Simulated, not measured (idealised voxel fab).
process module | voxel self aligned vias
cross-section cut | 175 nm wide | cells 5 nm
A cross-section is a grid of square cells, given in bands from the top down. A band is one or more rows of cells.
Each band's line starts with the height of the band's top and of its bottom, in nm. Then come its materials from left to right, each with its width in nm. One material with "throughout" fills the band from edge to edge. "air" is empty space.
Height 0 is the level under which the wafer as received is all one material. The lowest band goes on downwards, as in "0 down".
A width such as "30 to 40" changes by the same amount from each row of cells to the next, from the band's top row to its bottom row.
"no change" after a step means that no cell of the cross-section changed.
closed voids: empty space of 8 cells or more with no open way to the top, each as width x height at its distance from the left edge, in nm
after a step's settings: what the simulator itself notes on the step
overlay nm, on a step with a mask: how far to the right of its planned place the mask lay; to the left if negative
plan
1 op RECEIVE | material Si
2 op CONFORMAL_DEP | material SiO2 | thk nm 15
3 op CONFORMAL_DEP | material SiCN | thk nm 5
4 op DIRECTIONAL_DEP | material lowk | thk nm 20
5 op PATTERN | tone open | mask id LINES | material resist | width nm 20 | pitch nm 70 | thk nm 15 | overlay nm 0
6 op DIRECTIONAL_ETCH | etch materials lowk | depth nm 20
7 op STRIP | etch materials resist
8 op CONFORMAL_DEP | material TiN | thk nm 5
9 op FILL_DEP | material Ru | thk nm 10
10 op CMP | height nm 40
11 op SELECTIVE_ETCH | etch materials W Ru TiN | depth nm 5
12 op FILL_DEP | material SiN | thk nm 10
13 op CMP | height nm 40
14 op DIRECTIONAL_DEP | material lowk | thk nm 20
15 op PATTERN | tone open | mask id VIAS | material resist | width nm 40 | thk nm 20 | overlay nm 0
16 op DIRECTIONAL_ETCH | etch materials lowk | depth nm 20
17 op DIRECTIONAL_ETCH | etch materials SiN | depth nm 5
18 op STRIP | etch materials resist
19 op CONFORMAL_DEP | material TiN | thk nm 5
20 op FILL_DEP | material W | thk nm 5
21 op CMP | height nm 60
22 op CONFORMAL_DEP | material SiCN | thk nm 5
first wafer, as planned
as received, after step 1
  0 down: Si throughout
  closed voids: none
after step 2
  15 to 0: SiO2 throughout
  below 0: unchanged
after step 3
  20 to 15: SiCN throughout
  below 15: unchanged
after step 4
  40 to 20: lowk throughout
  below 20: unchanged
after step 5
  55 to 40: resist 40 | air 20 | resist 50 | air 20 | resist 45
  below 40: unchanged
after step 6
  55 to 40: resist 40 | air 20 | resist 50 | air 20 | resist 45
  40 to 20: lowk 40 | air 20 | lowk 50 | air 20 | lowk 45
  below 20: unchanged
after step 7
  40 to 20: lowk 40 | air 20 | lowk 50 | air 20 | lowk 45
  below 20: unchanged
after step 8
  45 to 40: TiN 45 | air 10 | TiN 60 | air 10 | TiN 50
  40 to 25: lowk 40 | TiN 5 | air 10 | TiN 5 | lowk 50 | TiN 5 | air 10 | TiN 5 | lowk 45
  25 to 20: lowk 40 | TiN 20 | lowk 50 | TiN 20 | lowk 45
  below 20: unchanged
after step 9
  55 to 45: Ru throughout
  45 to 40: TiN 45 | Ru 10 | TiN 60 | Ru 10 | TiN 50
  40 to 25: lowk 40 | TiN 5 | Ru 10 | TiN 5 | lowk 50 | TiN 5 | Ru 10 | TiN 5 | lowk 45
  below 25: unchanged
after step 10
  40 to 25: lowk 40 | TiN 5 | Ru 10 | TiN 5 | lowk 50 | TiN 5 | Ru 10 | TiN 5 | lowk 45
  below 25: unchanged
after step 11
  40 to 35: lowk 40 | air 20 | lowk 50 | air 20 | lowk 45
  below 35: unchanged
after step 12
  50 to 40: SiN throughout
  40 to 35: lowk 40 | SiN 20 | lowk 50 | SiN 20 | lowk 45
  below 35: unchanged
after step 13
  40 to 35: lowk 40 | SiN 20 | lowk 50 | SiN 20 | lowk 45
  below 35: unchanged
after step 14
  60 to 40: lowk throughout
  below 40: unchanged
after step 15
  80 to 60: resist 30 | air 40 | resist 105
  below 60: unchanged
after step 16
  80 to 60: resist 30 | air 40 | resist 105
  60 to 40: lowk 30 | air 40 | lowk 105
  below 40: unchanged
after step 17
  80 to 60: resist 30 | air 40 | resist 105
  60 to 40: lowk 30 | air 40 | lowk 105
  40 to 35: lowk 40 | air 20 | lowk 50 | SiN 20 | lowk 45
  below 35: unchanged
after step 18
  60 to 40: lowk 30 | air 40 | lowk 105
  below 40: unchanged
after step 19
  65 to 60: TiN 35 | air 30 | TiN 110
  60 to 45: lowk 30 | TiN 5 | air 30 | TiN 5 | lowk 105
  45 to 40: lowk 30 | TiN 15 | air 10 | TiN 15 | lowk 105
  40 to 35: lowk 40 | TiN 20 | lowk 50 | SiN 20 | lowk 45
  below 35: unchanged
after step 20
  70 to 65: W throughout
  65 to 60: TiN 35 | W 30 | TiN 110
  60 to 45: lowk 30 | TiN 5 | W 30 | TiN 5 | lowk 105
  45 to 40: lowk 30 | TiN 15 | W 10 | TiN 15 | lowk 105
  below 40: unchanged
after step 21
  60 to 45: lowk 30 | TiN 5 | W 30 | TiN 5 | lowk 105
  below 45: unchanged
after step 22
  65 to 60: SiCN throughout
  below 60: unchanged
second wafer: like start, like plan, one mistake. Through step 15 it matches the first wafer
when step 16 should have ended
  80 to 60: resist 30 | air 40 | resist 105
  60 to 40: lowk 30 | air 40 | lowk 105
  40 to 35: lowk 30 | air 10 | SiN 20 | air 10 | lowk 40 | SiN 20 | lowk 45
  35 to 25: lowk 30 | air 10 | TiN 5 | Ru 10 | TiN 5 | air 10 | lowk 40 | TiN 5 | Ru 10 | TiN 5 | lowk 45
  25 to 20: lowk 30 | air 10 | TiN 20 | air 10 | lowk 40 | TiN 20 | lowk 45
  below 20: unchanged
when step 17 should have ended
  80 to 60: resist 30 | air 40 | resist 105
  60 to 40: lowk 30 | air 40 | lowk 105
  40 to 35: lowk 30 | air 40 | lowk 40 | SiN 20 | lowk 45
  below 35: unchanged
when step 18 should have ended
  60 to 40: lowk 30 | air 40 | lowk 105
  below 40: unchanged
when step 19 should have ended
  65 to 60: TiN 35 | air 30 | TiN 110
  60 to 40: lowk 30 | TiN 5 | air 30 | TiN 5 | lowk 105
  40 to 35: lowk 30 | TiN 40 | lowk 40 | SiN 20 | lowk 45
  35 to 25: lowk 30 | TiN 15 | Ru 10 | TiN 15 | lowk 40 | TiN 5 | Ru 10 | TiN 5 | lowk 45
  25 to 20: lowk 30 | TiN 40 | lowk 40 | TiN 20 | lowk 45
  below 20: unchanged
when step 20 should have ended
  70 to 65: W throughout
  65 to 60: TiN 35 | W 30 | TiN 110
  60 to 40: lowk 30 | TiN 5 | W 30 | TiN 5 | lowk 105
  below 40: unchanged
when step 21 should have ended
  60 to 40: lowk 30 | TiN 5 | W 30 | TiN 5 | lowk 105
  below 40: unchanged
when step 22 should have ended
  65 to 60: SiCN throughout
  below 60: unchanged
what went wrong: step 16 was run twice
at the end the second wafer has, in cells: 12 more of TiN | 4 more of W | 16 fewer of lowk
